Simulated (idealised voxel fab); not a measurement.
Process module in this document: voxel self aligned contacts
For reference, the cross-section in this document is cut, with width 230 nm and square cells of 5 nm.
Cross-section = grid of square cells, listed top down in bands; band = one or more rows.
In this notation a band is specified by the heights of its top and bottom, in that order and in nm, after which its materials appear from left to right, each paired with its width in nm. The word "edge to edge" attached to a single material means that material fills the band from edge to edge; the word "empty" stands for empty space.
Measure heights from 0. That's the level where, below it, the as-received wafer is all one material. The lowest band is bottomless and extends downward; write it as in "0..down".
The expression "30 to 40" gives the width at the extremes of the band, the first number at its top row of cells and the second at its bottom row, with the width changing by equal amounts from each row to the next in between.
"identical to before" (step): cross-section cells unchanged, all of them.
Look at "Enclosed void entries" for the closed voids: empty spaces with no open path to the top, sized 8 cells or up. Each is width x height at distance, distance from the left edge, all nm.
The remark found on a step's line after its settings is issued by the simulator itself and pertains to that step.
overlay nm: right-of-plan distance of the mask on a masked step; negative values mean left-of-plan.
## Process steps - plan
1) RECEIVE,material Si
2) OXIDIZE,depth nm 5
3) DIRECTIONAL_DEP,material polySi,thk nm 20
4) DIRECTIONAL_DEP,material SiN,thk nm 25
5) MASKED_ETCH,tone cover,mask id GATE,width nm 35,pitch nm 75,etch materials SiN,depth nm 25,overlay nm 0
6) MASKED_ETCH,tone cover,mask id GATE,width nm 35,pitch nm 75,etch materials polySi,depth nm 20,overlay nm 0
7) CONFORMAL_DEP,material SiN,thk nm 10
8) DIRECTIONAL_ETCH,etch materials SiN,depth nm 10
9) FILL_DEP,material SiO2,thk nm 15
10) CMP,height nm 50
11) DIRECTIONAL_DEP,material aC,thk nm 10
12) PATTERN,tone open,mask id CONTACT,material resist,width nm 60,pitch nm 75,thk nm 30,overlay nm 0
13) DIRECTIONAL_ETCH,etch materials aC,depth nm 10
14) STRIP,etch materials resist
15) DIRECTIONAL_ETCH,etch materials SiO2,depth nm 55
16) STRIP,etch materials aC
17) CONFORMAL_DEP,material TiN,thk nm 5
18) FILL_DEP,material Ru,thk nm 10
19) CMP,height nm 50
20) CONFORMAL_DEP,material SiCN,thk nm 5
## First of the two wafers, run per plan
## Cross-sectional view of the wafer in its as-received condition, corresponding to the state after step 1
    0..down  Si edge to edge
    Enclosed void entries: none
## You're looking at a cross-section of the wafer after step 2
    0..-5  SiO2 edge to edge
    Below -5, no change.
## You're looking at a cross-section of the wafer after step 3
    20..0  polySi edge to edge
    Below 0, no change.
## You're looking at a cross-section of the wafer after step 4
    45..20  SiN edge to edge
    Below 20, no change.
## You're looking at a cross-section of the wafer after step 5
    45..20  20 of empty, then 35 of SiN, then 40 of empty, then 35 of SiN, then 40 of empty, then 35 of SiN, then 25 of empty
    Below 20, no change.
## You're looking at a cross-section of the wafer after step 6
    45..20  20 of empty, then 35 of SiN, then 40 of empty, then 35 of SiN, then 40 of empty, then 35 of SiN, then 25 of empty
    20..0  20 of empty, then 35 of polySi, then 40 of empty, then 35 of polySi, then 40 of empty, then 35 of polySi, then 25 of empty
    Below 0, no change.
## You're looking at a cross-section of the wafer after step 7
    55..20  10 of empty, then 55 of SiN, then 20 of empty, then 55 of SiN, then 20 of empty, then 55 of SiN, then 15 of empty
    20..10  10 of empty, then 10 of SiN, then 35 of polySi, then 10 of SiN, then 20 of empty, then 10 of SiN, then 35 of polySi, then 10 of SiN, then 20 of empty, then 10 of SiN, then 35 of polySi, then 10 of SiN, then 15 of empty
    10..0  20 of SiN, then 35 of polySi, then 40 of SiN, then 35 of polySi, then 40 of SiN, then 35 of polySi, then 25 of SiN
    Below 0, no change.
## You're looking at a cross-section of the wafer after step 8
    45..20  10 of empty, then 55 of SiN, then 20 of empty, then 55 of SiN, then 20 of empty, then 55 of SiN, then 15 of empty
    20..0  10 of empty, then 10 of SiN, then 35 of polySi, then 10 of SiN, then 20 of empty, then 10 of SiN, then 35 of polySi, then 10 of SiN, then 20 of empty, then 10 of SiN, then 35 of polySi, then 10 of SiN, then 15 of empty
    Below 0, no change.
## You're looking at a cross-section of the wafer after step 9
    60..45  SiO2 edge to edge
    45..20  10 of SiO2, then 55 of SiN, then 20 of SiO2, then 55 of SiN, then 20 of SiO2, then 55 of SiN, then 15 of SiO2
    20..0  10 of SiO2, then 10 of SiN, then 35 of polySi, then 10 of SiN, then 20 of SiO2, then 10 of SiN, then 35 of polySi, then 10 of SiN, then 20 of SiO2, then 10 of SiN, then 35 of polySi, then 10 of SiN, then 15 of SiO2
    Below 0, no change.
## You're looking at a cross-section of the wafer after step 10
    50..45  SiO2 edge to edge
    Below 45, no change.
## You're looking at a cross-section of the wafer after step 11
    60..50  aC edge to edge
    Below 50, no change.
## You're looking at a cross-section of the wafer after step 12
    90..60  45 of resist, then 60 of empty, then 15 of resist, then 60 of empty, then 50 of resist
    Below 60, no change.
## You're looking at a cross-section of the wafer after step 13
    80..60  45 of resist, then 60 of empty, then 15 of resist, then 60 of empty, then 50 of resist
    60..50  45 of aC, then 60 of empty, then 15 of aC, then 60 of empty, then 50 of aC
    Below 50, no change.
## You're looking at a cross-section of the wafer after step 14
    60..50  45 of aC, then 60 of empty, then 15 of aC, then 60 of empty, then 50 of aC
    Below 50, no change.
## You're looking at a cross-section of the wafer after step 15
    60..50  45 of aC, then 60 of empty, then 15 of aC, then 60 of empty, then 50 of aC
    50..45  45 of SiO2, then 60 of empty, then 15 of SiO2, then 60 of empty, then 50 of SiO2
    45..20  10 of SiO2, then 55 of SiN, then 20 of empty, then 55 of SiN, then 20 of empty, then 55 of SiN, then 15 of SiO2
    20..0  10 of SiO2, then 10 of SiN, then 35 of polySi, then 10 of SiN, then 20 of empty, then 10 of SiN, then 35 of polySi, then 10 of SiN, then 20 of empty, then 10 of SiN, then 35 of polySi, then 10 of SiN, then 15 of SiO2
    0..-5  65 of SiO2, then 20 of empty, then 55 of SiO2, then 20 of empty, then 70 of SiO2
    Below -5, no change.
## You're looking at a cross-section of the wafer after step 16
    50..45  45 of SiO2, then 60 of empty, then 15 of SiO2, then 60 of empty, then 50 of SiO2
    Below 45, no change.
## You're looking at a cross-section of the wafer after step 17
    55..50  50 of TiN, then 50 of empty, then 25 of TiN, then 50 of empty, then 55 of TiN
    50..45  45 of SiO2, then 25 of TiN, then 10 of empty, then 25 of TiN, then 15 of SiO2, then 25 of TiN, then 10 of empty, then 25 of TiN, then 50 of SiO2
    45..20  10 of SiO2, then 55 of SiN, then 5 of TiN, then 10 of empty, then 5 of TiN, then 55 of SiN, then 5 of TiN, then 10 of empty, then 5 of TiN, then 55 of SiN, then 15 of SiO2
    20..0  10 of SiO2, then 10 of SiN, then 35 of polySi, then 10 of SiN, then 5 of TiN, then 10 of empty, then 5 of TiN, then 10 of SiN, then 35 of polySi, then 10 of SiN, then 5 of TiN, then 10 of empty, then 5 of TiN, then 10 of SiN, then 35 of polySi, then 10 of SiN, then 15 of SiO2
    0..-5  65 of SiO2, then 20 of TiN, then 55 of SiO2, then 20 of TiN, then 70 of SiO2
    Below -5, no change.
## You're looking at a cross-section of the wafer after step 18
    65..55  Ru edge to edge
    55..50  50 of TiN, then 50 of Ru, then 25 of TiN, then 50 of Ru, then 55 of TiN
    50..45  45 of SiO2, then 25 of TiN, then 10 of Ru, then 25 of TiN, then 15 of SiO2, then 25 of TiN, then 10 of Ru, then 25 of TiN, then 50 of SiO2
    45..20  10 of SiO2, then 55 of SiN, then 5 of TiN, then 10 of Ru, then 5 of TiN, then 55 of SiN, then 5 of TiN, then 10 of Ru, then 5 of TiN, then 55 of SiN, then 15 of SiO2
    20..0  10 of SiO2, then 10 of SiN, then 35 of polySi, then 10 of SiN, then 5 of TiN, then 10 of Ru, then 5 of TiN, then 10 of SiN, then 35 of polySi, then 10 of SiN, then 5 of TiN, then 10 of Ru, then 5 of TiN, then 10 of SiN, then 35 of polySi, then 10 of SiN, then 15 of SiO2
    Below 0, no change.
## You're looking at a cross-section of the wafer after step 19
    50..45  45 of SiO2, then 25 of TiN, then 10 of Ru, then 25 of TiN, then 15 of SiO2, then 25 of TiN, then 10 of Ru, then 25 of TiN, then 50 of SiO2
    Below 45, no change.
## You're looking at a cross-section of the wafer after step 20
    55..50  SiCN edge to edge
    Below 50, no change.
## Second wafer, same starting conditions and recipe as the first, one mistake in executing it, nothing differs from the first up to and including step 4
## Cross-section: second wafer, time at which step 5 was scheduled to end
    45..20  20 of SiN, then 35 of empty, then 40 of SiN, then 35 of empty, then 40 of SiN, then 35 of empty, then 25 of SiN
    Below 20, no change.
Cross-section: second wafer, time at which step 6 was scheduled to end: identical to before
## Cross-section: second wafer, time at which step 7 was scheduled to end
    55..30  30 of SiN, then 15 of empty, then 60 of SiN, then 15 of empty, then 60 of SiN, then 15 of empty, then 35 of SiN
    30..20  SiN edge to edge
    Below 20, no change.
## Cross-section: second wafer, time at which step 8 was scheduled to end
    45..20  30 of SiN, then 15 of empty, then 60 of SiN, then 15 of empty, then 60 of SiN, then 15 of empty, then 35 of SiN
    Below 20, no change.
## Cross-section: second wafer, time at which step 9 was scheduled to end
    60..45  SiO2 edge to edge
    45..20  30 of SiN, then 15 of SiO2, then 60 of SiN, then 15 of SiO2, then 60 of SiN, then 15 of SiO2, then 35 of SiN
    Below 20, no change.
## Cross-section: second wafer, time at which step 10 was scheduled to end
    50..45  SiO2 edge to edge
    Below 45, no change.
## Cross-section: second wafer, time at which step 11 was scheduled to end
    60..50  aC edge to edge
    Below 50, no change.
## Cross-section: second wafer, time at which step 12 was scheduled to end
    90..60  45 of resist, then 60 of empty, then 15 of resist, then 60 of empty, then 50 of resist
    Below 60, no change.
## Cross-section: second wafer, time at which step 13 was scheduled to end
    80..60  45 of resist, then 60 of empty, then 15 of resist, then 60 of empty, then 50 of resist
    60..50  45 of aC, then 60 of empty, then 15 of aC, then 60 of empty, then 50 of aC
    Below 50, no change.
## Cross-section: second wafer, time at which step 14 was scheduled to end
    60..50  45 of aC, then 60 of empty, then 15 of aC, then 60 of empty, then 50 of aC
    Below 50, no change.
## Cross-section: second wafer, time at which step 15 was scheduled to end
    60..50  45 of aC, then 60 of empty, then 15 of aC, then 60 of empty, then 50 of aC
    50..45  45 of SiO2, then 60 of empty, then 15 of SiO2, then 60 of empty, then 50 of SiO2
    Below 45, no change.
## Cross-section: second wafer, time at which step 16 was scheduled to end
    50..45  45 of SiO2, then 60 of empty, then 15 of SiO2, then 60 of empty, then 50 of SiO2
    Below 45, no change.
## Cross-section: second wafer, time at which step 17 was scheduled to end
    55..50  50 of TiN, then 50 of empty, then 25 of TiN, then 50 of empty, then 55 of TiN
    50..45  45 of SiO2, then 60 of TiN, then 15 of SiO2, then 60 of TiN, then 50 of SiO2
    Below 45, no change.
## Cross-section: second wafer, time at which step 18 was scheduled to end
    65..55  Ru edge to edge
    55..50  50 of TiN, then 50 of Ru, then 25 of TiN, then 50 of Ru, then 55 of TiN
    Below 50, no change.
## Cross-section: second wafer, time at which step 19 was scheduled to end
    50..45  45 of SiO2, then 60 of TiN, then 15 of SiO2, then 60 of TiN, then 50 of SiO2
    Below 45, no change.
## Cross-section: second wafer, time at which step 20 was scheduled to end
    55..50  SiCN edge to edge
    Below 50, no change.
Deviation from plan: the process deviated at step 5: the operation and settings actually run there were MASKED_ETCH,tone open,mask id GATE,width nm 35,pitch nm 75,etch materials SiN,depth nm 25,overlay nm 0
Final tally in cells, some materials are higher or lower on the second wafer than on the first: Ru -40; SiN -28; SiO2 +8; TiN -40; polySi +100
